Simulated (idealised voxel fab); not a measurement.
Herein follows the process module entitled voxel ribs on slabs.
Cross-section cut spans 210 nm and uses square cells 5 nm in size.
Think of the cross-section as a grid of square cells. We describe it in bands, top to bottom, and each band covers one or more rows of those cells. The band entry comprises the height of the band's top followed by the height of its bottom, expressed in nm, and subsequently the band's materials from left to right, each stated together with its width in nm. Where a single material is marked with the word "everywhere", that material fills the band from edge to edge. The word "blank" represents empty space. Where do heights start? At 0: under that level the wafer as delivered is made of one material only. And the lowest band has no floor; it just carries on downward, as in "0..down". Top row gets the first number, bottom row gets the second, and each row in between changes by the same step: that is how a band width like "30->40" works. Given "no modification" for a step, no cell of the cross-section differs between before and after that step. Look at "Closed void entries" for the closed voids: empty spaces with no open path to the top, sized 8 cells or up. Each is width x height at distance, distance from the left edge, all nm. after a step's settings: what the simulator itself notes on the step. overlay nm: for a step with a mask, the amount by which the mask lay right of where it was planned; a negative amount means left of it.

# Set out below are the planned steps of the process
step 1: RECEIVE (material Si)
step 2: DIRECTIONAL_DEP (material SiO2; thk nm 20)
step 3: DIRECTIONAL_DEP (material polySi; thk nm 15)
step 4: PATTERN (tone cover; mask id RIB; material resist; width nm 15; thk nm 15; overlay nm 0)
step 5: DIRECTIONAL_ETCH (etch materials polySi; depth nm 10)
step 6: STRIP (etch materials resist)
step 7: MASKED_ETCH (tone cover; mask id SLAB; width nm 65; etch materials polySi; depth nm 5; overlay nm 0)
step 8: FILL_DEP (material SiO2; thk nm 15)
step 9: CMP (height nm 45)
step 10: DIRECTIONAL_DEP (material W; thk nm 10)
step 11: DIRECTIONAL_DEP (material aC; thk nm 10)
step 12: PATTERN (tone cover; mask id HEATER; material resist; width nm 25; thk nm 25; overlay nm 0)
step 13: DIRECTIONAL_ETCH (etch materials aC; depth nm 10)
step 14: STRIP (etch materials resist)
step 15: DIRECTIONAL_ETCH (etch materials W; depth nm 10)
step 16: STRIP (etch materials aC)
step 17: CONFORMAL_DEP (material SiN; thk nm 5)

# Cross-section of the incoming wafer, state after step 1
- 0..down | Si everywhere
- Closed void entries: none

# first wafer at the end, as planned
- 60..55 | 85 nm blank, 35 nm SiN, 90 nm blank
- 55..50 | 85 nm blank, 5 nm SiN, 25 nm W, 5 nm SiN, 90 nm blank
- 50..45 | 90 nm SiN, 25 nm W, 95 nm SiN
- 45..35 | SiO2 everywhere
- 35..25 | 95 nm SiO2, 15 nm polySi, 100 nm SiO2
- 25..20 | 70 nm SiO2, 65 nm polySi, 75 nm SiO2
- 20..0 | SiO2 everywhere
- 0..down | Si everywhere
- Closed void entries: none

# Second wafer of the two, sectioned at the end of the module. It began like the first and followed the same plan, but one mistake was made while running it
- 55..45 | 90 nm blank, 25 nm W, 95 nm blank
- 45..35 | SiO2 everywhere
- 35..25 | 95 nm SiO2, 15 nm polySi, 100 nm SiO2
- 25..20 | 70 nm SiO2, 65 nm polySi, 75 nm SiO2
- 20..0 | SiO2 everywhere
- 0..down | Si everywhere
- Closed void entries: none
The plan and the run diverged here: step 17 of the plan: omitted, not performed
Count the cells at the end and the second wafer has more or fewer of some materials than the first: 46 fewer of SiN
